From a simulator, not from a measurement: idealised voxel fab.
process module | voxel spacer lines
cross-section cut | 265 nm wide | cells 5 nm
A cross-section is a grid of square cells, given in bands from the top down. A band is one or more rows of cells.
Each band's line starts with the height of the band's top and of its bottom, in nm. Then come its materials from left to right, each with its width in nm. One material with "throughout" fills the band from edge to edge. "air" is empty space.
Height 0 is the level under which the wafer as received is all one material. The lowest band goes on downwards, as in "0 down".
A width such as "30 to 40" changes by the same amount from each row of cells to the next, from the band's top row to its bottom row.
"no change" after a step means that no cell of the cross-section changed.
closed voids: empty space of 8 cells or more with no open way to the top, each as width x height at its distance from the left edge, in nm
after a step's settings: what the simulator itself notes on the step
overlay nm, on a step with a mask: how far to the right of its planned place the mask lay; to the left if negative
plan
1 op RECEIVE | material Si
2 op CONFORMAL_DEP | material Al2O3 | thk nm 10
3 op DIRECTIONAL_DEP | material W | thk nm 10
4 op DIRECTIONAL_DEP | material polySi | thk nm 25
5 op PATTERN | tone cover | mask id MANDREL | material resist | width nm 20 | pitch nm 70 | thk nm 30 | overlay nm 0
6 op DIRECTIONAL_ETCH | etch materials polySi | depth nm 25
7 op STRIP | etch materials resist
8 op CONFORMAL_DEP | material SiO2 | thk nm 15
9 op DIRECTIONAL_ETCH | etch materials SiO2 | depth nm 15
10 op STRIP | etch materials polySi
11 op DIRECTIONAL_ETCH | etch materials W | depth nm 10
12 op STRIP | etch materials SiO2
as received, after step 1
  0 down: Si throughout
  closed voids: none
a wafer at the end: this start, this plan, one mistake
  20 to 10: Al2O3 throughout
  10 to 0: W throughout
  0 down: Si throughout
  closed voids: none
what went wrong: steps 2 and 3 were swapped
